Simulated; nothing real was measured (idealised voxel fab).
You're looking at the process module voxel gate over fins.
The width of the displayed cross-section, cut, is 215 nm; its cells are square, with a size of 5 nm.
This document writes a cross-section as a grid whose cells are square, and gives it as bands, listed from the top down; one or more rows of cells form a band. Basically the band line says how high the top is and how high the bottom is, in nm, and then what's in it from left to right, every material with its width in nm. Empty space shows up as "empty", and if a single material carries "throughout" it runs the full band edge to edge. For the purposes of this specification, 0 denotes the height below which the wafer in its as-received condition is composed wholly of one material, and the lowermost band, lacking a lower limit, extends downward without end, as expressed in "from 0 down". Width spec "30 to 40" -> top row of cells at first value, bottom row at second value, equal per-row change in between. The cross-section has no changed cell in any step marked "nothing changed". The label "Voids, fully enclosed" introduces a list of the empty spaces, 8 cells or larger, that have no open way up to the top; each entry in it reads width x height at distance, where the distance is taken from the left edge and all three are stated in nm. On each step's line, the part that comes after the settings is the simulator's own comment on the step. A step line may carry the setting "overlay nm", which, for steps involving a mask, states the distance by which the mask lay to the right of its intended position; negative values denote displacement to the left.

**This section lists the process steps that were planned**
step 1: RECEIVE (material Si)
step 2: CONFORMAL_DEP (material SiN; thk nm 5)
step 3: PATTERN (tone cover; mask id FINS; material resist; width nm 15; pitch nm 50; thk nm 20; overlay nm 0)
step 4: DIRECTIONAL_ETCH (etch materials SiN; depth nm 5)
step 5: DIRECTIONAL_ETCH (etch materials Si; depth nm 40)
step 6: STRIP (etch materials resist)
step 7: FILL_DEP (material SiO2; thk nm 5)
step 8: CMP (height nm 5)
step 9: PATTERN (tone open; mask id RAIL; material resist; width nm 15; thk nm 20; overlay nm 0)
step 10: DIRECTIONAL_ETCH (etch materials SiO2; depth nm 40)
step 11: STRIP (etch materials resist)
step 12: CONFORMAL_DEP (material TiN; thk nm 5)
step 13: FILL_DEP (material Ru; thk nm 10)
step 14: CMP (height nm 5)
step 15: SELECTIVE_ETCH (etch materials W Ru TiN; depth nm 25)
step 16: FILL_DEP (material SiO2; thk nm 5)
step 17: CMP (height nm 5)
step 18: SELECTIVE_ETCH (etch materials SiO2; depth nm 15)
step 19: STRIP (etch materials SiN)
step 20: CONFORMAL_DEP (material HfO2; thk nm 5)
step 21: CONFORMAL_DEP (material TiN; thk nm 5)
step 22: CONFORMAL_DEP (material TiAl; thk nm 5)
step 23: CONFORMAL_DEP (material TiN; thk nm 5)
step 24: FILL_DEP (material W; thk nm 10)
step 25: CMP (height nm 25)
step 26: CONFORMAL_DEP (material SiN; thk nm 5)
The wafers in this document start out alike and differ in the width nm applied at step 3; the plan shows the value used for the first wafer.

**The first of several wafers, as received after step 1, seen in section**
from 0 down: Si throughout
Voids, fully enclosed: none

**wafer rows; end of module; cells per material since receipt: (+) gained, (-) lost; then closed voids**
width nm 15, +59 HfO2, +2 Ru, -248 Si, +43 SiN, +177 SiO2, +59 TiAl, +119 TiN, +47 W, Voids, fully enclosed: none
width nm 20, +59 HfO2, +2 Ru, -216 Si, +43 SiN, +153 SiO2, +59 TiAl, +113 TiN, +45 W, Voids, fully enclosed: none
width nm 25, +59 HfO2, +2 Ru, -184 Si, +43 SiN, +129 SiO2, +53 TiAl, +113 TiN, +43 W, Voids, fully enclosed: none
width nm 30, +59 HfO2, +2 Ru, -152 Si, +43 SiN, +105 SiO2, +47 TiAl, +111 TiN, +43 W, Voids, fully enclosed: none
